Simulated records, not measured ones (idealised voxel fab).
process module | voxel transistor to metal
cross-section cut | 300 nm wide | cells 5 nm
A cross-section is a grid of square cells, given in bands from the top down. A band is one or more rows of cells.
Each band's line starts with the height of the band's top and of its bottom, in nm. Then come its materials from left to right, each with its width in nm. One material with "throughout" fills the band from edge to edge. "air" is empty space.
Height 0 is the level under which the wafer as received is all one material. The lowest band goes on downwards, as in "0 down".
A width such as "30 to 40" changes by the same amount from each row of cells to the next, from the band's top row to its bottom row.
"no change" after a step means that no cell of the cross-section changed.
closed voids: empty space of 8 cells or more with no open way to the top, each as width x height at its distance from the left edge, in nm
after a step's settings: what the simulator itself notes on the step
overlay nm, on a step with a mask: how far to the right of its planned place the mask lay; to the left if negative
plan
1 op RECEIVE | material Si
2 op OXIDIZE | depth nm 5
3 op CONFORMAL_DEP | material SiN | thk nm 10
4 op MASKED_ETCH | tone cover | mask id ACTIVE | width nm 115 | pitch nm 140 | etch materials SiN | depth nm 10 | overlay nm 0
5 op MASKED_ETCH | tone cover | mask id ACTIVE | width nm 115 | pitch nm 140 | etch materials SiO2 | depth nm 5 | overlay nm 0
6 op MASKED_ETCH | tone cover | mask id ACTIVE | width nm 115 | pitch nm 140 | etch materials Si | depth nm 35 | overlay nm 0
7 op OXIDIZE | depth nm 5
8 op FILL_DEP | material SiO2 | thk nm 5
9 op CMP | height nm 10
10 op SELECTIVE_ETCH | etch materials SiO2 | depth nm 10
11 op STRIP | etch materials SiN
12 op SELECTIVE_ETCH | etch materials SiO2 | depth nm 5
13 op OXIDIZE | depth nm 5
14 op DIRECTIONAL_DEP | material polySi | thk nm 30
15 op DIRECTIONAL_DEP | material SiCN | thk nm 15
16 op PATTERN | tone cover | mask id GATE | material resist | width nm 35 | pitch nm 140 | thk nm 15 | overlay nm 0
17 op DIRECTIONAL_ETCH | etch materials SiCN | depth nm 25
18 op DIRECTIONAL_ETCH | etch materials polySi | depth nm 40
19 op STRIP | etch materials resist
20 op CONFORMAL_DEP | material SiO2 | thk nm 5
21 op DIRECTIONAL_ETCH | etch materials SiO2 | depth nm 5
22 op CONFORMAL_DEP | material SiN | thk nm 10
23 op DIRECTIONAL_ETCH | etch materials SiN | depth nm 10
24 op DIRECTIONAL_ETCH | etch materials SiO2 | depth nm 5
25 op DIRECTIONAL_ETCH | etch materials Si | depth nm 10
26 op EPI | material nSi | thk nm 10
27 op FILL_DEP | material SiO2 | thk nm 10
28 op CMP | height nm 25
29 op STRIP | etch materials polySi
30 op SELECTIVE_ETCH | etch materials SiO2 | depth nm 5
31 op CONFORMAL_DEP | material HfO2 | thk nm 5
32 op CONFORMAL_DEP | material TiN | thk nm 5
33 op FILL_DEP | material W | thk nm 10
34 op CMP | height nm 20
35 op DIRECTIONAL_DEP | material SiO2 | thk nm 15
36 op DIRECTIONAL_DEP | material aC | thk nm 15
37 op PATTERN | tone open | mask id CONTACT | material resist | width nm 20 | thk nm 30 | overlay nm 0
38 op DIRECTIONAL_ETCH | etch materials aC | depth nm 15
39 op STRIP | etch materials resist
40 op DIRECTIONAL_ETCH | etch materials SiO2 | depth nm 45
41 op STRIP | etch materials aC
42 op CONFORMAL_DEP | material TiN | thk nm 5
43 op FILL_DEP | material W | thk nm 5
44 op CMP | height nm 35
45 op DIRECTIONAL_DEP | material TiN | thk nm 5
46 op DIRECTIONAL_DEP | material W | thk nm 20
47 op DIRECTIONAL_DEP | material aC | thk nm 10
48 op PATTERN | tone cover | mask id METAL_1 | material resist | width nm 20 | thk nm 25 | overlay nm 0
49 op DIRECTIONAL_ETCH | etch materials aC | depth nm 10
50 op STRIP | etch materials resist
51 op DIRECTIONAL_ETCH | etch materials W | depth nm 20
52 op DIRECTIONAL_ETCH | etch materials TiN | depth nm 5
53 op STRIP | etch materials aC
54 op FILL_DEP | material lowk | thk nm 10
55 op CMP | height nm 60
56 op CONFORMAL_DEP | material SiN | thk nm 5
first wafer, as planned
as received, after step 1
  0 down: Si throughout
  closed voids: none
after step 2
  0 to -5: SiO2 throughout
  below -5: unchanged
after step 3
  10 to 0: SiN throughout
  below 0: unchanged
after step 4
  10 to 0: air 20 | SiN 115 | air 25 | SiN 115 | air 25
  below 0: unchanged
after step 5
  10 to 0: air 20 | SiN 115 | air 25 | SiN 115 | air 25
  0 to -5: air 20 | SiO2 115 | air 25 | SiO2 115 | air 25
  below -5: unchanged
after step 6
  10 to 0: air 20 | SiN 115 | air 25 | SiN 115 | air 25
  0 to -5: air 20 | SiO2 115 | air 25 | SiO2 115 | air 25
  -5 to -40: air 20 | Si 115 | air 25 | Si 115 | air 25
  below -40: unchanged
after step 7
  10 to 0: air 20 | SiN 115 | air 25 | SiN 115 | air 25
  0 to -5: air 20 | SiO2 115 | air 25 | SiO2 115 | air 25
  -5 to -40: air 20 | SiO2 5 | Si 105 | SiO2 5 | air 25 | SiO2 5 | Si 105 | SiO2 5 | air 25
  -40 to -45: SiO2 25 | Si 105 | SiO2 35 | Si 105 | SiO2 30
  below -45: unchanged
after step 8
  15 to 10: SiO2 throughout
  10 to 0: SiO2 20 | SiN 115 | SiO2 25 | SiN 115 | SiO2 25
  0 to -5: SiO2 throughout
  -5 to -45: SiO2 25 | Si 105 | SiO2 35 | Si 105 | SiO2 30
  below -45: unchanged
after step 9
  10 to 0: SiO2 20 | SiN 115 | SiO2 25 | SiN 115 | SiO2 25
  below 0: unchanged
after step 10
  10 to 0: air 20 | SiN 115 | air 25 | SiN 115 | air 25
  below 0: unchanged
after step 11
  0 to -5: SiO2 throughout
  below -5: unchanged
after step 12
  -5 to -45: SiO2 25 | Si 105 | SiO2 35 | Si 105 | SiO2 30
  below -45: unchanged
after step 13
  -5 to -10: SiO2 throughout
  below -10: unchanged
after step 14
  25 to -5: polySi throughout
  below -5: unchanged
after step 15
  40 to 25: SiCN throughout
  below 25: unchanged
after step 16
  55 to 40: air 60 | resist 35 | air 105 | resist 35 | air 65
  below 40: unchanged
after step 17
  55 to 40: air 60 | resist 35 | air 105 | resist 35 | air 65
  40 to 25: air 60 | SiCN 35 | air 105 | SiCN 35 | air 65
  below 25: unchanged
after step 18
  55 to 40: air 60 | resist 35 | air 105 | resist 35 | air 65
  40 to 25: air 60 | SiCN 35 | air 105 | SiCN 35 | air 65
  25 to -5: air 60 | polySi 35 | air 105 | polySi 35 | air 65
  below -5: unchanged
after step 19
  40 to 25: air 60 | SiCN 35 | air 105 | SiCN 35 | air 65
  below 25: unchanged
after step 20
  45 to 40: air 55 | SiO2 45 | air 95 | SiO2 45 | air 60
  40 to 25: air 55 | SiO2 5 | SiCN 35 | SiO2 5 | air 95 | SiO2 5 | SiCN 35 | SiO2 5 | air 60
  25 to 0: air 55 | SiO2 5 | polySi 35 | SiO2 5 | air 95 | SiO2 5 | polySi 35 | SiO2 5 | air 60
  0 to -5: SiO2 60 | polySi 35 | SiO2 105 | polySi 35 | SiO2 65
  below -5: unchanged
after step 21
  40 to 25: air 55 | SiO2 5 | SiCN 35 | SiO2 5 | air 95 | SiO2 5 | SiCN 35 | SiO2 5 | air 60
  25 to -5: air 55 | SiO2 5 | polySi 35 | SiO2 5 | air 95 | SiO2 5 | polySi 35 | SiO2 5 | air 60
  below -5: unchanged
after step 22
  50 to 40: air 45 | SiN 65 | air 75 | SiN 65 | air 50
  40 to 25: air 45 | SiN 10 | SiO2 5 | SiCN 35 | SiO2 5 | SiN 10 | air 75 | SiN 10 | SiO2 5 | SiCN 35 | SiO2 5 | SiN 10 | air 50
  25 to 5: air 45 | SiN 10 | SiO2 5 | polySi 35 | SiO2 5 | SiN 10 | air 75 | SiN 10 | SiO2 5 | polySi 35 | SiO2 5 | SiN 10 | air 50
  5 to -5: SiN 55 | SiO2 5 | polySi 35 | SiO2 5 | SiN 95 | SiO2 5 | polySi 35 | SiO2 5 | SiN 60
  below -5: unchanged
after step 23
  40 to 25: air 45 | SiN 10 | SiO2 5 | SiCN 35 | SiO2 5 | SiN 10 | air 75 | SiN 10 | SiO2 5 | SiCN 35 | SiO2 5 | SiN 10 | air 50
  25 to -5: air 45 | SiN 10 | SiO2 5 | polySi 35 | SiO2 5 | SiN 10 | air 75 | SiN 10 | SiO2 5 | polySi 35 | SiO2 5 | SiN 10 | air 50
  below -5: unchanged
after step 24
  40 to 35: air 45 | SiN 10 | air 5 | SiCN 35 | air 5 | SiN 10 | air 75 | SiN 10 | air 5 | SiCN 35 | air 5 | SiN 10 | air 50
  35 to 25: air 45 | SiN 10 | SiO2 5 | SiCN 35 | SiO2 5 | SiN 10 | air 75 | SiN 10 | SiO2 5 | SiCN 35 | SiO2 5 | SiN 10 | air 50
  25 to -5: air 45 | SiN 10 | SiO2 5 | polySi 35 | SiO2 5 | SiN 10 | air 75 | SiN 10 | SiO2 5 | polySi 35 | SiO2 5 | SiN 10 | air 50
  -5 to -10: air 45 | SiO2 65 | air 75 | SiO2 65 | air 50
  below -10: unchanged
after step 25
  40 to 35: air 45 | SiN 10 | air 5 | SiCN 35 | air 5 | SiN 10 | air 75 | SiN 10 | air 5 | SiCN 35 | air 5 | SiN 10 | air 50
  35 to 25: air 45 | SiN 10 | SiO2 5 | SiCN 35 | SiO2 5 | SiN 10 | air 75 | SiN 10 | SiO2 5 | SiCN 35 | SiO2 5 | SiN 10 | air 50
  25 to -5: air 45 | SiN 10 | SiO2 5 | polySi 35 | SiO2 5 | SiN 10 | air 75 | SiN 10 | SiO2 5 | polySi 35 | SiO2 5 | SiN 10 | air 50
  -5 to -10: air 45 | SiO2 65 | air 75 | SiO2 65 | air 50
  -10 to -20: SiO2 25 | air 20 | Si 65 | air 20 | SiO2 35 | air 20 | Si 65 | air 20 | SiO2 30
  below -20: unchanged
after step 26
  40 to 35: air 45 | SiN 10 | air 5 | SiCN 35 | air 5 | SiN 10 | air 75 | SiN 10 | air 5 | SiCN 35 | air 5 | SiN 10 | air 50
  35 to 25: air 45 | SiN 10 | SiO2 5 | SiCN 35 | SiO2 5 | SiN 10 | air 75 | SiN 10 | SiO2 5 | SiCN 35 | SiO2 5 | SiN 10 | air 50
  25 to 0: air 45 | SiN 10 | SiO2 5 | polySi 35 | SiO2 5 | SiN 10 | air 75 | SiN 10 | SiO2 5 | polySi 35 | SiO2 5 | SiN 10 | air 50
  0 to -5: air 35 | nSi 10 | SiN 10 | SiO2 5 | polySi 35 | SiO2 5 | SiN 10 | nSi 10 | air 55 | nSi 10 | SiN 10 | SiO2 5 | polySi 35 | SiO2 5 | SiN 10 | nSi 10 | air 40
  -5 to -10: air 35 | nSi 10 | SiO2 65 | nSi 10 | air 55 | nSi 10 | SiO2 65 | nSi 10 | air 40
  -10 to -20: SiO2 25 | nSi 20 | Si 65 | nSi 20 | SiO2 35 | nSi 20 | Si 65 | nSi 20 | SiO2 30
  below -20: unchanged
after step 27
  50 to 40: SiO2 throughout
  40 to 25: SiO2 45 | SiN 10 | SiO2 5 | SiCN 35 | SiO2 5 | SiN 10 | SiO2 75 | SiN 10 | SiO2 5 | SiCN 35 | SiO2 5 | SiN 10 | SiO2 50
  25 to 0: SiO2 45 | SiN 10 | SiO2 5 | polySi 35 | SiO2 5 | SiN 10 | SiO2 75 | SiN 10 | SiO2 5 | polySi 35 | SiO2 5 | SiN 10 | SiO2 50
  0 to -5: SiO2 35 | nSi 10 | SiN 10 | SiO2 5 | polySi 35 | SiO2 5 | SiN 10 | nSi 10 | SiO2 55 | nSi 10 | SiN 10 | SiO2 5 | polySi 35 | SiO2 5 | SiN 10 | nSi 10 | SiO2 40
  -5 to -10: SiO2 35 | nSi 10 | SiO2 65 | nSi 10 | SiO2 55 | nSi 10 | SiO2 65 | nSi 10 | SiO2 40
  below -10: unchanged
after step 28
  25 to 0: SiO2 45 | SiN 10 | SiO2 5 | polySi 35 | SiO2 5 | SiN 10 | SiO2 75 | SiN 10 | SiO2 5 | polySi 35 | SiO2 5 | SiN 10 | SiO2 50
  below 0: unchanged
after step 29
  25 to 0: SiO2 45 | SiN 10 | SiO2 5 | air 35 | SiO2 5 | SiN 10 | SiO2 75 | SiN 10 | SiO2 5 | air 35 | SiO2 5 | SiN 10 | SiO2 50
  0 to -5: SiO2 35 | nSi 10 | SiN 10 | SiO2 5 | air 35 | SiO2 5 | SiN 10 | nSi 10 | SiO2 55 | nSi 10 | SiN 10 | SiO2 5 | air 35 | SiO2 5 | SiN 10 | nSi 10 | SiO2 40
  below -5: unchanged
after step 30
  25 to 20: air 45 | SiN 10 | air 45 | SiN 10 | air 75 | SiN 10 | air 45 | SiN 10 | air 50
  20 to 0: SiO2 45 | SiN 10 | air 45 | SiN 10 | SiO2 75 | SiN 10 | air 45 | SiN 10 | SiO2 50
  0 to -5: SiO2 35 | nSi 10 | SiN 10 | air 45 | SiN 10 | nSi 10 | SiO2 55 | nSi 10 | SiN 10 | air 45 | SiN 10 | nSi 10 | SiO2 40
  -5 to -10: SiO2 35 | nSi 10 | SiO2 10 | air 45 | SiO2 10 | nSi 10 | SiO2 55 | nSi 10 | SiO2 10 | air 45 | SiO2 10 | nSi 10 | SiO2 40
  below -10: unchanged
after step 31
  30 to 25: air 40 | HfO2 20 | air 35 | HfO2 20 | air 65 | HfO2 20 | air 35 | HfO2 20 | air 45
  25 to 20: HfO2 45 | SiN 10 | HfO2 5 | air 35 | HfO2 5 | SiN 10 | HfO2 75 | SiN 10 | HfO2 5 | air 35 | HfO2 5 | SiN 10 | HfO2 50
  20 to 0: SiO2 45 | SiN 10 | HfO2 5 | air 35 | HfO2 5 | SiN 10 | SiO2 75 | SiN 10 | HfO2 5 | air 35 | HfO2 5 | SiN 10 | SiO2 50
  0 to -5: SiO2 35 | nSi 10 | SiN 10 | HfO2 5 | air 35 | HfO2 5 | SiN 10 | nSi 10 | SiO2 55 | nSi 10 | SiN 10 | HfO2 5 | air 35 | HfO2 5 | SiN 10 | nSi 10 | SiO2 40
  -5 to -10: SiO2 35 | nSi 10 | SiO2 10 | HfO2 45 | SiO2 10 | nSi 10 | SiO2 55 | nSi 10 | SiO2 10 | HfO2 45 | SiO2 10 | nSi 10 | SiO2 40
  below -10: unchanged
after step 32
  35 to 30: air 35 | TiN 30 | air 25 | TiN 30 | air 55 | TiN 30 | air 25 | TiN 30 | air 40
  30 to 25: TiN 40 | HfO2 20 | TiN 5 | air 25 | TiN 5 | HfO2 20 | TiN 65 | HfO2 20 | TiN 5 | air 25 | TiN 5 | HfO2 20 | TiN 45
  25 to 20: HfO2 45 | SiN 10 | HfO2 5 | TiN 5 | air 25 | TiN 5 | HfO2 5 | SiN 10 | HfO2 75 | SiN 10 | HfO2 5 | TiN 5 | air 25 | TiN 5 | HfO2 5 | SiN 10 | HfO2 50
  20 to 0: SiO2 45 | SiN 10 | HfO2 5 | TiN 5 | air 25 | TiN 5 | HfO2 5 | SiN 10 | SiO2 75 | SiN 10 | HfO2 5 | TiN 5 | air 25 | TiN 5 | HfO2 5 | SiN 10 | SiO2 50
  0 to -5: SiO2 35 | nSi 10 | SiN 10 | HfO2 5 | TiN 35 | HfO2 5 | SiN 10 | nSi 10 | SiO2 55 | nSi 10 | SiN 10 | HfO2 5 | TiN 35 | HfO2 5 | SiN 10 | nSi 10 | SiO2 40
  below -5: unchanged
after step 33
  45 to 35: W throughout
  35 to 30: W 35 | TiN 30 | W 25 | TiN 30 | W 55 | TiN 30 | W 25 | TiN 30 | W 40
  30 to 25: TiN 40 | HfO2 20 | TiN 5 | W 25 | TiN 5 | HfO2 20 | TiN 65 | HfO2 20 | TiN 5 | W 25 | TiN 5 | HfO2 20 | TiN 45
  25 to 20: HfO2 45 | SiN 10 | HfO2 5 | TiN 5 | W 25 | TiN 5 | HfO2 5 | SiN 10 | HfO2 75 | SiN 10 | HfO2 5 | TiN 5 | W 25 | TiN 5 | HfO2 5 | SiN 10 | HfO2 50
  20 to 0: SiO2 45 | SiN 10 | HfO2 5 | TiN 5 | W 25 | TiN 5 | HfO2 5 | SiN 10 | SiO2 75 | SiN 10 | HfO2 5 | TiN 5 | W 25 | TiN 5 | HfO2 5 | SiN 10 | SiO2 50
  below 0: unchanged
after step 34
  20 to 0: SiO2 45 | SiN 10 | HfO2 5 | TiN 5 | W 25 | TiN 5 | HfO2 5 | SiN 10 | SiO2 75 | SiN 10 | HfO2 5 | TiN 5 | W 25 | TiN 5 | HfO2 5 | SiN 10 | SiO2 50
  below 0: unchanged
after step 35
  35 to 20: SiO2 throughout
  below 20: unchanged
after step 36
  50 to 35: aC throughout
  below 35: unchanged
after step 37
  80 to 50: resist 25 | air 20 | resist 65 | air 20 | resist 35 | air 20 | resist 65 | air 20 | resist 30
  below 50: unchanged
after step 38
  65 to 50: resist 25 | air 20 | resist 65 | air 20 | resist 35 | air 20 | resist 65 | air 20 | resist 30
  50 to 35: aC 25 | air 20 | aC 65 | air 20 | aC 35 | air 20 | aC 65 | air 20 | aC 30
  below 35: unchanged
after step 39
  50 to 35: aC 25 | air 20 | aC 65 | air 20 | aC 35 | air 20 | aC 65 | air 20 | aC 30
  below 35: unchanged
after step 40
  50 to 35: aC 25 | air 20 | aC 65 | air 20 | aC 35 | air 20 | aC 65 | air 20 | aC 30
  35 to 20: SiO2 25 | air 20 | SiO2 65 | air 20 | SiO2 35 | air 20 | SiO2 65 | air 20 | SiO2 30
  20 to 0: SiO2 25 | air 20 | SiN 10 | HfO2 5 | TiN 5 | W 25 | TiN 5 | HfO2 5 | SiN 10 | air 20 | SiO2 35 | air 20 | SiN 10 | HfO2 5 | TiN 5 | W 25 | TiN 5 | HfO2 5 | SiN 10 | air 20 | SiO2 30
  0 to -5: SiO2 25 | air 10 | nSi 10 | SiN 10 | HfO2 5 | TiN 35 | HfO2 5 | SiN 10 | nSi 10 | air 10 | SiO2 35 | air 10 | nSi 10 | SiN 10 | HfO2 5 | TiN 35 | HfO2 5 | SiN 10 | nSi 10 | air 10 | SiO2 30
  -5 to -10: SiO2 25 | air 10 | nSi 10 | SiO2 10 | HfO2 45 | SiO2 10 | nSi 10 | air 10 | SiO2 35 | air 10 | nSi 10 | SiO2 10 | HfO2 45 | SiO2 10 | nSi 10 | air 10 | SiO2 30
  below -10: unchanged
after step 41
  35 to 20: SiO2 25 | air 20 | SiO2 65 | air 20 | SiO2 35 | air 20 | SiO2 65 | air 20 | SiO2 30
  below 20: unchanged
after step 42
  40 to 35: TiN 30 | air 10 | TiN 75 | air 10 | TiN 45 | air 10 | TiN 75 | air 10 | TiN 35
  35 to 20: SiO2 25 | TiN 5 | air 10 | TiN 5 | SiO2 65 | TiN 5 | air 10 | TiN 5 | SiO2 35 | TiN 5 | air 10 | TiN 5 | SiO2 65 | TiN 5 | air 10 | TiN 5 | SiO2 30
  20 to 5: SiO2 25 | TiN 5 | air 10 | TiN 5 | SiN 10 | HfO2 5 | TiN 5 | W 25 | TiN 5 | HfO2 5 | SiN 10 | TiN 5 | air 10 | TiN 5 | SiO2 35 | TiN 5 | air 10 | TiN 5 | SiN 10 | HfO2 5 | TiN 5 | W 25 | TiN 5 | HfO2 5 | SiN 10 | TiN 5 | air 10 | TiN 5 | SiO2 30
  5 to 0: SiO2 25 | TiN 20 | SiN 10 | HfO2 5 | TiN 5 | W 25 | TiN 5 | HfO2 5 | SiN 10 | TiN 20 | SiO2 35 | TiN 20 | SiN 10 | HfO2 5 | TiN 5 | W 25 | TiN 5 | HfO2 5 | SiN 10 | TiN 20 | SiO2 30
  0 to -5: SiO2 25 | TiN 10 | nSi 10 | SiN 10 | HfO2 5 | TiN 35 | HfO2 5 | SiN 10 | nSi 10 | TiN 10 | SiO2 35 | TiN 10 | nSi 10 | SiN 10 | HfO2 5 | TiN 35 | HfO2 5 | SiN 10 | nSi 10 | TiN 10 | SiO2 30
  -5 to -10: SiO2 25 | TiN 10 | nSi 10 | SiO2 10 | HfO2 45 | SiO2 10 | nSi 10 | TiN 10 | SiO2 35 | TiN 10 | nSi 10 | SiO2 10 | HfO2 45 | SiO2 10 | nSi 10 | TiN 10 | SiO2 30
  below -10: unchanged
after step 43
  45 to 40: W throughout
  40 to 35: TiN 30 | W 10 | TiN 75 | W 10 | TiN 45 | W 10 | TiN 75 | W 10 | TiN 35
  35 to 20: SiO2 25 | TiN 5 | W 10 | TiN 5 | SiO2 65 | TiN 5 | W 10 | TiN 5 | SiO2 35 | TiN 5 | W 10 | TiN 5 | SiO2 65 | TiN 5 | W 10 | TiN 5 | SiO2 30
  20 to 5: SiO2 25 | TiN 5 | W 10 | TiN 5 | SiN 10 | HfO2 5 | TiN 5 | W 25 | TiN 5 | HfO2 5 | SiN 10 | TiN 5 | W 10 | TiN 5 | SiO2 35 | TiN 5 | W 10 | TiN 5 | SiN 10 | HfO2 5 | TiN 5 | W 25 | TiN 5 | HfO2 5 | SiN 10 | TiN 5 | W 10 | TiN 5 | SiO2 30
  below 5: unchanged
after step 44
  35 to 20: SiO2 25 | TiN 5 | W 10 | TiN 5 | SiO2 65 | TiN 5 | W 10 | TiN 5 | SiO2 35 | TiN 5 | W 10 | TiN 5 | SiO2 65 | TiN 5 | W 10 | TiN 5 | SiO2 30
  below 20: unchanged
after step 45
  40 to 35: TiN throughout
  below 35: unchanged
after step 46
  60 to 40: W throughout
  below 40: unchanged
after step 47
  70 to 60: aC throughout
  below 60: unchanged
after step 48
  95 to 70: air 25 | resist 20 | air 65 | resist 20 | air 35 | resist 20 | air 65 | resist 20 | air 30
  below 70: unchanged
after step 49
  85 to 70: air 25 | resist 20 | air 65 | resist 20 | air 35 | resist 20 | air 65 | resist 20 | air 30
  70 to 60: air 25 | aC 20 | air 65 | aC 20 | air 35 | aC 20 | air 65 | aC 20 | air 30
  below 60: unchanged
after step 50
  70 to 60: air 25 | aC 20 | air 65 | aC 20 | air 35 | aC 20 | air 65 | aC 20 | air 30
  below 60: unchanged
after step 51
  70 to 60: air 25 | aC 20 | air 65 | aC 20 | air 35 | aC 20 | air 65 | aC 20 | air 30
  60 to 40: air 25 | W 20 | air 65 | W 20 | air 35 | W 20 | air 65 | W 20 | air 30
  below 40: unchanged
after step 52
  70 to 60: air 25 | aC 20 | air 65 | aC 20 | air 35 | aC 20 | air 65 | aC 20 | air 30
  60 to 40: air 25 | W 20 | air 65 | W 20 | air 35 | W 20 | air 65 | W 20 | air 30
  40 to 35: air 25 | TiN 20 | air 65 | TiN 20 | air 35 | TiN 20 | air 65 | TiN 20 | air 30
  below 35: unchanged
after step 53
  60 to 40: air 25 | W 20 | air 65 | W 20 | air 35 | W 20 | air 65 | W 20 | air 30
  below 40: unchanged
after step 54
  70 to 60: lowk throughout
  60 to 40: lowk 25 | W 20 | lowk 65 | W 20 | lowk 35 | W 20 | lowk 65 | W 20 | lowk 30
  40 to 35: lowk 25 | TiN 20 | lowk 65 | TiN 20 | lowk 35 | TiN 20 | lowk 65 | TiN 20 | lowk 30
  below 35: unchanged
after step 55
  60 to 40: lowk 25 | W 20 | lowk 65 | W 20 | lowk 35 | W 20 | lowk 65 | W 20 | lowk 30
  below 40: unchanged
after step 56
  65 to 60: SiN throughout
  below 60: unchanged
second wafer: like start, like plan, one mistake. Through step 34 it matches the first wafer
when step 35 should have ended
  50 to 20: SiO2 throughout
  below 20: unchanged
when step 36 should have ended
  65 to 50: aC throughout
  below 50: unchanged
when step 37 should have ended
  95 to 65: resist 25 | air 20 | resist 65 | air 20 | resist 35 | air 20 | resist 65 | air 20 | resist 30
  below 65: unchanged
when step 38 should have ended
  80 to 65: resist 25 | air 20 | resist 65 | air 20 | resist 35 | air 20 | resist 65 | air 20 | resist 30
  65 to 50: aC 25 | air 20 | aC 65 | air 20 | aC 35 | air 20 | aC 65 | air 20 | aC 30
  below 50: unchanged
when step 39 should have ended
  65 to 50: aC 25 | air 20 | aC 65 | air 20 | aC 35 | air 20 | aC 65 | air 20 | aC 30
  below 50: unchanged
when step 40 should have ended
  65 to 50: aC 25 | air 20 | aC 65 | air 20 | aC 35 | air 20 | aC 65 | air 20 | aC 30
  50 to 20: SiO2 25 | air 20 | SiO2 65 | air 20 | SiO2 35 | air 20 | SiO2 65 | air 20 | SiO2 30
  20 to 5: SiO2 25 | air 20 | SiN 10 | HfO2 5 | TiN 5 | W 25 | TiN 5 | HfO2 5 | SiN 10 | air 20 | SiO2 35 | air 20 | SiN 10 | HfO2 5 | TiN 5 | W 25 | TiN 5 | HfO2 5 | SiN 10 | air 20 | SiO2 30
  below 5: unchanged
when step 41 should have ended
  50 to 20: SiO2 25 | air 20 | SiO2 65 | air 20 | SiO2 35 | air 20 | SiO2 65 | air 20 | SiO2 30
  below 20: unchanged
when step 42 should have ended
  55 to 50: TiN 30 | air 10 | TiN 75 | air 10 | TiN 45 | air 10 | TiN 75 | air 10 | TiN 35
  50 to 20: SiO2 25 | TiN 5 | air 10 | TiN 5 | SiO2 65 | TiN 5 | air 10 | TiN 5 | SiO2 35 | TiN 5 | air 10 | TiN 5 | SiO2 65 | TiN 5 | air 10 | TiN 5 | SiO2 30
  20 to 10: SiO2 25 | TiN 5 | air 10 | TiN 5 | SiN 10 | HfO2 5 | TiN 5 | W 25 | TiN 5 | HfO2 5 | SiN 10 | TiN 5 | air 10 | TiN 5 | SiO2 35 | TiN 5 | air 10 | TiN 5 | SiN 10 | HfO2 5 | TiN 5 | W 25 | TiN 5 | HfO2 5 | SiN 10 | TiN 5 | air 10 | TiN 5 | SiO2 30
  10 to 5: SiO2 25 | TiN 20 | SiN 10 | HfO2 5 | TiN 5 | W 25 | TiN 5 | HfO2 5 | SiN 10 | TiN 20 | SiO2 35 | TiN 20 | SiN 10 | HfO2 5 | TiN 5 | W 25 | TiN 5 | HfO2 5 | SiN 10 | TiN 20 | SiO2 30
  below 5: unchanged
when step 43 should have ended
  60 to 55: W throughout
  55 to 50: TiN 30 | W 10 | TiN 75 | W 10 | TiN 45 | W 10 | TiN 75 | W 10 | TiN 35
  50 to 20: SiO2 25 | TiN 5 | W 10 | TiN 5 | SiO2 65 | TiN 5 | W 10 | TiN 5 | SiO2 35 | TiN 5 | W 10 | TiN 5 | SiO2 65 | TiN 5 | W 10 | TiN 5 | SiO2 30
  20 to 10: SiO2 25 | TiN 5 | W 10 | TiN 5 | SiN 10 | HfO2 5 | TiN 5 | W 25 | TiN 5 | HfO2 5 | SiN 10 | TiN 5 | W 10 | TiN 5 | SiO2 35 | TiN 5 | W 10 | TiN 5 | SiN 10 | HfO2 5 | TiN 5 | W 25 | TiN 5 | HfO2 5 | SiN 10 | TiN 5 | W 10 | TiN 5 | SiO2 30
  below 10: unchanged
when step 44 should have ended
  35 to 20: SiO2 25 | TiN 5 | W 10 | TiN 5 | SiO2 65 | TiN 5 | W 10 | TiN 5 | SiO2 35 | TiN 5 | W 10 | TiN 5 | SiO2 65 | TiN 5 | W 10 | TiN 5 | SiO2 30
  below 20: unchanged
when step 45 should have ended
  40 to 35: TiN throughout
  below 35: unchanged
when step 46 should have ended
  60 to 40: W throughout
  below 40: unchanged
when step 47 should have ended
  70 to 60: aC throughout
  below 60: unchanged
when step 48 should have ended
  95 to 70: air 25 | resist 20 | air 65 | resist 20 | air 35 | resist 20 | air 65 | resist 20 | air 30
  below 70: unchanged
when step 49 should have ended
  85 to 70: air 25 | resist 20 | air 65 | resist 20 | air 35 | resist 20 | air 65 | resist 20 | air 30
  70 to 60: air 25 | aC 20 | air 65 | aC 20 | air 35 | aC 20 | air 65 | aC 20 | air 30
  below 60: unchanged
when step 50 should have ended
  70 to 60: air 25 | aC 20 | air 65 | aC 20 | air 35 | aC 20 | air 65 | aC 20 | air 30
  below 60: unchanged
when step 51 should have ended
  70 to 60: air 25 | aC 20 | air 65 | aC 20 | air 35 | aC 20 | air 65 | aC 20 | air 30
  60 to 40: air 25 | W 20 | air 65 | W 20 | air 35 | W 20 | air 65 | W 20 | air 30
  below 40: unchanged
when step 52 should have ended
  70 to 60: air 25 | aC 20 | air 65 | aC 20 | air 35 | aC 20 | air 65 | aC 20 | air 30
  60 to 40: air 25 | W 20 | air 65 | W 20 | air 35 | W 20 | air 65 | W 20 | air 30
  40 to 35: air 25 | TiN 20 | air 65 | TiN 20 | air 35 | TiN 20 | air 65 | TiN 20 | air 30
  below 35: unchanged
when step 53 should have ended
  60 to 40: air 25 | W 20 | air 65 | W 20 | air 35 | W 20 | air 65 | W 20 | air 30
  below 40: unchanged
when step 54 should have ended
  70 to 60: lowk throughout
  60 to 40: lowk 25 | W 20 | lowk 65 | W 20 | lowk 35 | W 20 | lowk 65 | W 20 | lowk 30
  40 to 35: lowk 25 | TiN 20 | lowk 65 | TiN 20 | lowk 35 | TiN 20 | lowk 65 | TiN 20 | lowk 30
  below 35: unchanged
when step 55 should have ended
  60 to 40: lowk 25 | W 20 | lowk 65 | W 20 | lowk 35 | W 20 | lowk 65 | W 20 | lowk 30
  below 40: unchanged
when step 56 should have ended
  65 to 60: SiN throughout
  below 60: unchanged
what went wrong: step 35 was run twice
at the end the second wafer has, in cells: 32 more of SiO2 | 24 fewer of TiN | 8 fewer of W
